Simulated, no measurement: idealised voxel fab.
You're looking at the process module voxel quadruple lines.
The figure presents cross-section cut, which has a width of 140 nm and is divided into square cells with an edge length of 5 nm.
A cross-section is written here as square cells arranged in a grid, and it is given in bands from the top down, each band taking up one or more rows of cells.
In this notation a band is specified by the heights of its top and bottom, in that order and in nm, after which its materials appear from left to right, each paired with its width in nm. The word "full width" attached to a single material means that material fills the band from edge to edge; the word "air" stands for empty space.
Heights are measured from 0, the level below which the as-received wafer is all one material; the lowest band has no bottom and continues downward, written as in "0..down".
It should be noted that a width expressed as "30..40" varies in equal increments from row to row of cells within the band, taking the value of the first number at the top row and that of the second number at the bottom row.
Any step labelled "identical to before" changed none of the cells in the cross-section.
"Voids, fully enclosed" means: voids of 8 cells or more that are shut off from the top with no open way through. Written width x height at distance, distance from the left edge, in nm.
Past the settings on a step's line: simulator remark, on that step.
overlay nm: mask offset rightward from planned place, masked step; negative means leftward offset.

Here's what the planned process steps look like
1. RECEIVE [material Si]
2. CONFORMAL_DEP [material SiO2] [thk nm 10]
3. DIRECTIONAL_DEP [material Ru] [thk nm 10]
4. DIRECTIONAL_DEP [material polySi] [thk nm 20]
5. DIRECTIONAL_DEP [material aC] [thk nm 20]
6. PATTERN [tone cover] [mask id MANDREL] [material resist] [width nm 35] [thk nm 25] [overlay nm 0]
7. DIRECTIONAL_ETCH [etch materials aC] [depth nm 20]
8. STRIP [etch materials resist]
9. CONFORMAL_DEP [material SiO2] [thk nm 15]
10. DIRECTIONAL_ETCH [etch materials SiO2] [depth nm 15]
11. STRIP [etch materials aC]
12. DIRECTIONAL_ETCH [etch materials polySi] [depth nm 20]
13. STRIP [etch materials SiO2]
14. CONFORMAL_DEP [material SiN] [thk nm 10]
15. DIRECTIONAL_ETCH [etch materials SiN] [depth nm 10]
16. STRIP [etch materials polySi]
17. DIRECTIONAL_ETCH [etch materials Ru] [depth nm 10]
18. STRIP [etch materials SiN]

On the first of the two wafers: run conducted according to plan

As received, after step 1
* 0..down  Si full width
* Voids, fully enclosed: none

Step 2 done - wafer cross-section
* 10..0  SiO2 full width
* Unchanged below 0.

Step 3 done - wafer cross-section
* 20..10  Ru full width
* Unchanged below 10.

Step 4 done - wafer cross-section
* 40..20  polySi full width
* Unchanged below 20.

Step 5 done - wafer cross-section
* 60..40  aC full width
* Unchanged below 40.

Step 6 done - wafer cross-section
* 85..60  air=50, then resist=35, then air=55
* Unchanged below 60.

Step 7 done - wafer cross-section
* 65..60  air=50, then resist=35, then air=55
* 60..40  air=50, then aC=35, then air=55
* Unchanged below 40.

Step 8 done - wafer cross-section
* 60..40  air=50, then aC=35, then air=55
* Unchanged below 40.

Step 9 done - wafer cross-section
* 75..60  air=35, then SiO2=65, then air=40
* 60..55  air=35, then SiO2=15, then aC=35, then SiO2=15, then air=40
* 55..40  SiO2=50, then aC=35, then SiO2=55
* Unchanged below 40.

Step 10 done - wafer cross-section
* 60..40  air=35, then SiO2=15, then aC=35, then SiO2=15, then air=40
* Unchanged below 40.

Step 11 done - wafer cross-section
* 60..40  air=35, then SiO2=15, then air=35, then SiO2=15, then air=40
* Unchanged below 40.

Step 12 done - wafer cross-section
* 60..40  air=35, then SiO2=15, then air=35, then SiO2=15, then air=40
* 40..20  air=35, then polySi=15, then air=35, then polySi=15, then air=40
* Unchanged below 20.

Step 13 done - wafer cross-section
* 40..20  air=35, then polySi=15, then air=35, then polySi=15, then air=40
* Unchanged below 20.

Step 14 done - wafer cross-section
* 50..40  air=25, then SiN=35, then air=15, then SiN=35, then air=30
* 40..30  air=25, then SiN=10, then polySi=15, then SiN=10, then air=15, then SiN=10, then polySi=15, then SiN=10, then air=30
* 30..20  SiN=35, then polySi=15, then SiN=35, then polySi=15, then SiN=40
* Unchanged below 20.

Step 15 done - wafer cross-section
* 40..20  air=25, then SiN=10, then polySi=15, then SiN=10, then air=15, then SiN=10, then polySi=15, then SiN=10, then air=30
* Unchanged below 20.

Step 16 done - wafer cross-section
* 40..20  air=25, then SiN=10, then air=15, then SiN=10, then air=15, then SiN=10, then air=15, then SiN=10, then air=30
* Unchanged below 20.

Step 17 done - wafer cross-section
* 40..20  air=25, then SiN=10, then air=15, then SiN=10, then air=15, then SiN=10, then air=15, then SiN=10, then air=30
* 20..10  air=25, then Ru=10, then air=15, then Ru=10, then air=15, then Ru=10, then air=15, then Ru=10, then air=30
* Unchanged below 10.

Step 18 done - wafer cross-section
* 20..10  air=25, then Ru=10, then air=15, then Ru=10, then air=15, then Ru=10, then air=15, then Ru=10, then air=30
* Unchanged below 10.

The Second Wafer: Common Origin and Plan, One Mistake in Execution, Identical to the First Through Step 5

Second wafer, sectioned view, at step 6's planned end time
* 85..60  resist=50, then air=35, then resist=55
* Unchanged below 60.

Second wafer, sectioned view, at step 7's planned end time
* 65..60  resist=50, then air=35, then resist=55
* 60..40  aC=50, then air=35, then aC=55
* Unchanged below 40.

Second wafer, sectioned view, at step 8's planned end time
* 60..40  aC=50, then air=35, then aC=55
* Unchanged below 40.

Second wafer, sectioned view, at step 9's planned end time
* 75..60  SiO2=65, then air=5, then SiO2=70
* 60..55  aC=50, then SiO2=15, then air=5, then SiO2=15, then aC=55
* 55..40  aC=50, then SiO2=35, then aC=55
* Unchanged below 40.

Second wafer, sectioned view, at step 10's planned end time
* 60..40  aC=50, then SiO2=15, then air=5, then SiO2=15, then aC=55
* Unchanged below 40.

Second wafer, sectioned view, at step 11's planned end time
* 60..40  air=50, then SiO2=15, then air=5, then SiO2=15, then air=55
* Unchanged below 40.

Second wafer, sectioned view, at step 12's planned end time
* 60..40  air=50, then SiO2=15, then air=5, then SiO2=15, then air=55
* 40..20  air=50, then polySi=15, then air=5, then polySi=15, then air=55
* Unchanged below 20.

Second wafer, sectioned view, at step 13's planned end time
* 40..20  air=50, then polySi=15, then air=5, then polySi=15, then air=55
* Unchanged below 20.

Second wafer, sectioned view, at step 14's planned end time
* 50..40  air=40, then SiN=55, then air=45
* 40..30  air=40, then SiN=10, then polySi=15, then SiN=5, then polySi=15, then SiN=10, then air=45
* 30..20  SiN=50, then polySi=15, then SiN=5, then polySi=15, then SiN=55
* Unchanged below 20.

Second wafer, sectioned view, at step 15's planned end time
* 40..20  air=40, then SiN=10, then polySi=15, then SiN=5, then polySi=15, then SiN=10, then air=45
* Unchanged below 20.

Second wafer, sectioned view, at step 16's planned end time
* 40..20  air=40, then SiN=10, then air=15, then SiN=5, then air=15, then SiN=10, then air=45
* Unchanged below 20.

Second wafer, sectioned view, at step 17's planned end time
* 40..20  air=40, then SiN=10, then air=15, then SiN=5, then air=15, then SiN=10, then air=45
* 20..10  air=40, then Ru=10, then air=15, then Ru=5, then air=15, then Ru=10, then air=45
* Unchanged below 10.

Second wafer, sectioned view, at step 18's planned end time
* 20..10  air=40, then Ru=10, then air=15, then Ru=5, then air=15, then Ru=10, then air=45
* Unchanged below 10.
Against the plan, the run slipped here: contrary to plan, step 6 was performed as PATTERN [tone open] [mask id MANDREL] [material resist] [width nm 35] [thk nm 25] [overlay nm 0]
Wrapping up, a cell-based count of both wafers puts the second over or under the first for these materials: Ru -6
